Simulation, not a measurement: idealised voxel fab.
Presented below is a process module, voxel wiring stack.
cross-section cut | 225 nm wide | cells 5 nm
Just so we're on the same page, the cross-sections are grids of square cells, and they're listed out in bands top to bottom, each band one or more rows deep.
The band entry comprises the height of the band's top followed by the height of its bottom, expressed in nm, and subsequently the band's materials from left to right, each stated together with its width in nm. Where a single material is marked with the word "everywhere", that material fills the band from edge to edge. The word "air" represents empty space.
Below 0: as-received wafer, all one material; heights counted from there. Lowest band: no bottom, goes on down, written "0 down".
Width: "30->40" (first number = top row, second number = bottom row, same change from row to row of cells).
A step reported as "no alterations made" is a step in which no cell of the cross-section changed.
So "Sealed void list" is basically the list of trapped voids: any empty space of 8 cells or more that can't reach the top through an opening. They're written width x height at distance, the distance being from the left edge, and it's all nm.
Past the settings on a step's line: simulator remark, on that step.
The optional step-line setting "overlay nm" applies to steps with a mask and quantifies how far to the right of its planned location the mask lay, a negative value indicating leftward placement.
INTENDED PROCESS STEPS
| 1 | RECEIVE | material Si |
| 2 | CONFORMAL_DEP | material SiO2 | thk nm 10 |
| 3 | CONFORMAL_DEP | material SiN | thk nm 5 |
| 4 | DIRECTIONAL_DEP | material SiO2 | thk nm 20 |
| 5 | DIRECTIONAL_DEP | material aC | thk nm 10 |
| 6 | PATTERN | tone open | mask id METAL_1 | material resist | width nm 30 | pitch nm 55 | thk nm 25 | overlay nm 0 |
| 7 | DIRECTIONAL_ETCH | etch materials aC | depth nm 10 |
| 8 | STRIP | etch materials resist |
| 9 | DIRECTIONAL_ETCH | etch materials SiO2 | depth nm 20 |
| 10 | DIRECTIONAL_ETCH | etch materials SiN | depth nm 5 |
| 11 | STRIP | etch materials aC |
| 12 | CONFORMAL_DEP | material TiN | thk nm 5 |
| 13 | FILL_DEP | material Cu | thk nm 5 |
| 14 | CMP | height nm 35 |
| 15 | CONFORMAL_DEP | material SiCN | thk nm 5 |
| 16 | DIRECTIONAL_DEP | material lowk | thk nm 10 |
| 17 | DIRECTIONAL_DEP | material aC | thk nm 10 |
| 18 | PATTERN | tone open | mask id PLUG_1 | material resist | width nm 15 | thk nm 30 | overlay nm 0 |
| 19 | DIRECTIONAL_ETCH | etch materials aC | depth nm 10 |
| 20 | STRIP | etch materials resist |
| 21 | DIRECTIONAL_ETCH | etch materials lowk | depth nm 10 |
| 22 | DIRECTIONAL_ETCH | etch materials SiCN | depth nm 5 |
| 23 | STRIP | etch materials aC |
| 24 | EPI | material Ru | thk nm 10 |
| 25 | EPI | material Ru | thk nm 5 |
| 26 | CONFORMAL_DEP | material SiN | thk nm 5 |
| 27 | DIRECTIONAL_DEP | material lowk | thk nm 15 |
| 28 | DIRECTIONAL_DEP | material aC | thk nm 15 |
| 29 | PATTERN | tone open | mask id METAL_2 | material resist | width nm 30 | pitch nm 55 | thk nm 30 | overlay nm 0 |
| 30 | DIRECTIONAL_ETCH | etch materials aC | depth nm 15 |
| 31 | STRIP | etch materials resist |
| 32 | DIRECTIONAL_ETCH | etch materials lowk | depth nm 15 |
| 33 | DIRECTIONAL_ETCH | etch materials SiN | depth nm 5 |
| 34 | STRIP | etch materials aC |
| 35 | CONFORMAL_DEP | material TiN | thk nm 5 |
| 36 | FILL_DEP | material Ru | thk nm 10 |
| 37 | CMP | height nm 70 |
| 38 | CONFORMAL_DEP | material SiCN | thk nm 5 |
| 39 | DIRECTIONAL_DEP | material SiO2 | thk nm 30 |
| 40 | PATTERN | tone open | mask id METAL_3_HOLES | material resist | width nm 15 | thk nm 20 | overlay nm 0 |
| 41 | DIRECTIONAL_ETCH | etch materials SiO2 | depth nm 30 |
| 42 | STRIP | etch materials resist |
| 43 | MASKED_ETCH | tone open | mask id METAL_3 | width nm 30 | pitch nm 55 | etch materials SiO2 | depth nm 15 | overlay nm 0 |
| 44 | MASKED_ETCH | tone open | mask id METAL_3 | width nm 30 | pitch nm 55 | etch materials SiCN | depth nm 5 | overlay nm 0 |
| 45 | CONFORMAL_DEP | material TiN | thk nm 5 |
| 46 | FILL_DEP | material Ru | thk nm 10 |
| 47 | CMP | height nm 105 |
| 48 | CONFORMAL_DEP | material SiCN | thk nm 5 |
RECEIVED-STATE CROSS-SECTION, REFLECTING COMPLETION OF STEP 1
* 0 down | Si everywhere
* Sealed void list: none
END-OF-MODULE CROSS-SECTION OF THE FIRST OF TWO WAFERS, PROCESSED AS PLANNED
* 110 to 105 | SiCN everywhere
* 105 to 95 | SiO2 70 nm, then TiN 5 nm, then Ru 20 nm, then TiN 5 nm, then SiO2 25 nm, then TiN 5 nm, then Ru 20 nm, then TiN 5 nm, then SiO2 70 nm
* 95 to 90 | SiO2 70 nm, then TiN 5 nm, then Ru 5 nm, then TiN 20 nm, then SiO2 25 nm, then TiN 30 nm, then SiO2 70 nm
* 90 to 75 | SiO2 70 nm, then TiN 5 nm, then Ru 5 nm, then TiN 5 nm, then SiO2 140 nm
* 75 to 70 | SiCN 70 nm, then TiN 15 nm, then SiCN 140 nm
* 70 to 55 | lowk 70 nm, then TiN 5 nm, then Ru 20 nm, then TiN 5 nm, then lowk 25 nm, then TiN 5 nm, then Ru 20 nm, then TiN 5 nm, then lowk 70 nm
* 55 to 50 | SiN 70 nm, then TiN 30 nm, then SiN 25 nm, then TiN 30 nm, then SiN 70 nm
* 50 to 40 | lowk 70 nm, then Ru 15 nm, then lowk 140 nm
* 40 to 35 | SiCN 70 nm, then Ru 15 nm, then SiCN 140 nm
* 35 to 15 | SiO2 70 nm, then TiN 5 nm, then Cu 20 nm, then TiN 5 nm, then SiO2 25 nm, then TiN 5 nm, then Cu 20 nm, then TiN 5 nm, then SiO2 70 nm
* 15 to 10 | SiN 70 nm, then TiN 30 nm, then SiN 25 nm, then TiN 30 nm, then SiN 70 nm
* 10 to 0 | SiO2 everywhere
* 0 down | Si everywhere
* Sealed void list: none
PRESENTED HERE IS A CROSS-SECTION OF THE SECOND OF THE TWO WAFERS AS IT STOOD AT THE END OF THE MODULE. IT WAS STARTED IN THE SAME MANNER AND ASSIGNED THE SAME PLAN AS THE FIRST WAFER; HOWEVER, ONE MISTAKE WAS MADE IN ITS EXECUTION
* 110 to 105 | SiCN everywhere
* 105 to 95 | SiO2 70 nm, then TiN 5 nm, then Ru 20 nm, then TiN 5 nm, then SiO2 25 nm, then TiN 5 nm, then Ru 20 nm, then TiN 5 nm, then SiO2 70 nm
* 95 to 90 | SiO2 70 nm, then TiN 5 nm, then Ru 5 nm, then TiN 20 nm, then SiO2 25 nm, then TiN 30 nm, then SiO2 70 nm
* 90 to 75 | SiO2 70 nm, then TiN 5 nm, then Ru 5 nm, then TiN 5 nm, then SiO2 140 nm
* 75 to 70 | SiCN 70 nm, then TiN 15 nm, then SiCN 140 nm
* 70 to 55 | lowk 70 nm, then TiN 5 nm, then Ru 20 nm, then TiN 5 nm, then lowk 25 nm, then TiN 5 nm, then Ru 20 nm, then TiN 5 nm, then lowk 70 nm
* 55 to 50 | SiN 70 nm, then TiN 30 nm, then SiN 25 nm, then TiN 30 nm, then SiN 70 nm
* 50 to 40 | lowk 70 nm, then Ru 15 nm, then lowk 140 nm
* 40 to 35 | SiCN 70 nm, then Ru 15 nm, then SiCN 140 nm
* 35 to 30 | SiN 70 nm, then TiN 30 nm, then SiN 25 nm, then TiN 30 nm, then SiN 70 nm
* 30 to 0 | SiO2 everywhere
* 0 down | Si everywhere
* Sealed void list: none
Deviation noted in wafer processing: contrary to the plan, steps 3 and 4 were processed in exchanged order
It is noted that, at the conclusion of processing, the second wafer exhibits a higher or lower cell count for certain materials relative to the first: Cu: 32 fewer | SiO2: 48 more | TiN: 16 fewer
